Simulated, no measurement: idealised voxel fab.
This is a process module. Its name is voxel lift off.
Section cut is 235 nm wide and gridded with 5 nm square cells.
Format of a cross-section: grid, square cells. Given as bands. Order: top down. Band: one or more rows of cells. It is stipulated that each band's entry specify, in nanometres, the height of the top of the band and then that of its bottom, followed by the materials of the band in left-to-right sequence, each together with its width in nanometres. A single material marked by the word "everywhere" is understood to fill the band from edge to edge; the word "air" is understood to denote empty space. A quick word on heights: they are counted from 0, and under that level the wafer as it came to us is one material throughout. The lowest band is different from the rest in having no bottom; it simply continues downward, written as in "0 and below". When a width is written as two numbers, as in "30->40", the first number is the width in the top row of cells of the band and the second is the width in its bottom row, and the width changes by the same amount from each row to the next. Given "stayed the same" for a step, no cell of the cross-section differs between before and after that step. The entry "Closed voids list" lists the empty spaces that cover at least 8 cells and have no open path to the top. Each is written as width x height at distance, where the distance is measured from the left edge and all three values are in nm. Where a step's line continues beyond its settings, the continuation is a remark by the simulator itself on that step. overlay nm, on a step with a mask: how far to the right of its planned place the mask lay; to the left if negative.
# The planned process steps are enumerated hereunder
1 RECEIVE,material Si
2 CONFORMAL_DEP,material SiN,thk nm 10
3 PATTERN,tone open,mask id LINES,material resist,width nm 15,pitch nm 40,thk nm 30,overlay nm 0
4 DIRECTIONAL_DEP,material Ru,thk nm 15
5 STRIP,etch materials resist
6 CONFORMAL_DEP,material SiCN,thk nm 10
Among the wafers covered here, the point of difference is the width nm at step 3; their starting state is shared, and the plan presents the value of the first wafer.
# Cross-section of the first incoming wafer of several, state after step 1
0 and below = Si everywhere
Closed voids list: none
# Cross-section of the first of several wafers once the module has run through its last step, step 6
35 down to 25 = 80 of air; 35 of SiCN; 5 of air; 35 of SiCN; 80 of air
25 down to 20 = 80 of air; 10 of SiCN; 15 of Ru; 10 of SiCN; 5 of air; 10 of SiCN; 15 of Ru; 10 of SiCN; 80 of air
20 down to 10 = 90 of SiCN; 15 of Ru; 25 of SiCN; 15 of Ru; 90 of SiCN
10 down to 0 = SiN everywhere
0 and below = Si everywhere
Closed voids list: none
# A cross-section through the last wafer at the close of the module
35 down to 25 = 75 of air; 85 of SiCN; 75 of air
25 down to 20 = 75 of air; 10 of SiCN; 25 of Ru; 15 of SiCN; 25 of Ru; 10 of SiCN; 75 of air
20 down to 10 = 85 of SiCN; 25 of Ru; 15 of SiCN; 25 of Ru; 85 of SiCN
10 down to 0 = SiN everywhere
0 and below = Si everywhere
Closed voids list: none
# Heads up, this table goes wafer by wafer. A row tells you, at the end of the module, how many cells of each material that wafer has put on (+) or dropped (-) since it was received, and then its closed voids
width nm 15 | +18 Ru | +118 SiCN | +94 SiN | Closed voids list: none
width nm 20 | +24 Ru | +118 SiCN | +94 SiN | Closed voids list: none
width nm 25 | +30 Ru | +115 SiCN | +94 SiN | Closed voids list: none
